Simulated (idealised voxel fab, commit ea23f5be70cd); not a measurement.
The process module that follows is named voxel self aligned contacts.
The cross-section on display is named cut; it measures 235 nm wide, and its cells are 5 nm squares.
Throughout this document, each cross-section is represented as a grid of square cells and is presented as a sequence of bands enumerated from the top downward, where a band comprises one or more rows of cells.
Quick guide to a band line: top height, bottom height (nm) up front; then every material left to right with its width in nm. Only one material and it's marked "all across"? Then it fills the band edge to edge. And "empty" just means empty space.
It should be noted that heights are counted from 0, beneath which the wafer as supplied is of one material throughout, and that the lowest band possesses no lower boundary but continues downward, as written in "0 -> down".
Top row gets the first number, bottom row gets the second, and each row in between changes by the same step: that is how a band width like "30..40" works.
For the purposes of this document, the phrase "no alteration" attached to a step denotes that no cell within the cross-section was modified by that step.
Entry "Enclosed internal cavities". Content: empty spaces with no open connection to the top, size 8 cells or greater. Each: width x height at distance. Distance: from left edge. Unit: nm.
after a step's settings: what the simulator itself notes on the step
overlay nm, on a step with a mask: how far to the right of its planned place the mask lay; to the left if negative
List of planned process steps
step 1: RECEIVE with material Si
step 2: CONFORMAL_DEP with material SiO2, thk nm 5
step 3: DIRECTIONAL_DEP with material polySi, thk nm 30
step 4: DIRECTIONAL_DEP with material SiN, thk nm 20
step 5: DIRECTIONAL_DEP with material aC, thk nm 15
step 6: PATTERN with tone cover, mask id GATE, material resist, width nm 25, pitch nm 60, thk nm 30, overlay nm 0
step 7: DIRECTIONAL_ETCH with etch materials aC, depth nm 15
step 8: STRIP with etch materials resist
step 9: DIRECTIONAL_ETCH with etch materials SiN, depth nm 20
step 10: DIRECTIONAL_ETCH with etch materials polySi, depth nm 30
step 11: STRIP with etch materials aC
step 12: CONFORMAL_DEP with material SiN, thk nm 10
step 13: DIRECTIONAL_ETCH with etch materials SiN, depth nm 10
step 14: FILL_DEP with material SiO2, thk nm 15
step 15: CMP with height nm 65
step 16: MASKED_ETCH with tone open, mask id CONTACT, width nm 45, pitch nm 60, etch materials SiO2, depth nm 65, overlay nm 0
step 17: CONFORMAL_DEP with material TiN, thk nm 5
step 18: FILL_DEP with material W, thk nm 5
step 19: CMP with height nm 65
step 20: CONFORMAL_DEP with material SiN, thk nm 5
This is the cross-section of the wafer as we received it, i.e. after step 1
* 0 -> down | Si all across
* Enclosed internal cavities: none
The first of two wafers, cross-sectioned at the end of the module, with the run proceeding as planned
* 70 -> 65 | SiN all across
* 65 -> 55 | SiO2 65 | TiN 5..20 | W 35..5 | TiN 5..20 | SiO2 15 | TiN 5..20 | W 35..5 | TiN 5..20 | SiO2 65
* 55 -> 35 | SiO2 35 | SiN 45 | TiN 5 | W 5 | TiN 5 | SiN 45 | TiN 5 | W 5 | TiN 5 | SiN 45 | SiO2 35
* 35 -> 5 | SiO2 35 | SiN 10 | polySi 25 | SiN 10 | TiN 5 | W 5 | TiN 5 | SiN 10 | polySi 25 | SiN 10 | TiN 5 | W 5 | TiN 5 | SiN 10 | polySi 25 | SiN 10 | SiO2 35
* 5 -> 0 | SiO2 80 | TiN 15 | SiO2 45 | TiN 15 | SiO2 80
* 0 -> down | Si all across
* Enclosed internal cavities: none
The second wafer, shown in cross-section after the module: started the same way as the first and given the same plan, yet one mistake crept into how it was run
* 70 -> 65 | SiN all across
* 65 -> 55 | SiO2 65 | TiN 5..20 | W 35..5 | TiN 5..20 | SiO2 15 | TiN 5..20 | W 35..5 | TiN 5..20 | SiO2 65
* 55 -> 35 | SiO2 35 | SiN 45 | TiN 5 | W 5 | TiN 5 | SiN 45 | TiN 5 | W 5 | TiN 5 | SiN 45 | SiO2 35
* 35 -> 20 | SiO2 35 | SiN 10 | polySi 25 | SiN 10 | TiN 5 | W 5 | TiN 5 | SiN 10 | polySi 25 | SiN 10 | TiN 5 | W 5 | TiN 5 | SiN 10 | polySi 25 | SiN 10 | SiO2 35
* 20 -> 15 | SiO2 35 | SiN 10 | polySi 25 | SiN 10 | TiN 15 | SiN 10 | polySi 25 | SiN 10 | TiN 15 | SiN 10 | polySi 25 | SiN 10 | SiO2 35
* 15 -> 5 | polySi all across
* 5 -> 0 | SiO2 all across
* 0 -> down | Si all across
* Enclosed internal cavities: none
what went wrong: heads up, step 10 didn't go per plan, it actually ran as DIRECTIONAL_ETCH with etch materials polySi, depth nm 20
Looking at both finished wafers in cells, the second ends up ahead of or behind the first on some materials: 24 fewer of SiN; 22 fewer of SiO2; 12 fewer of TiN; 6 fewer of W; 64 more of polySi
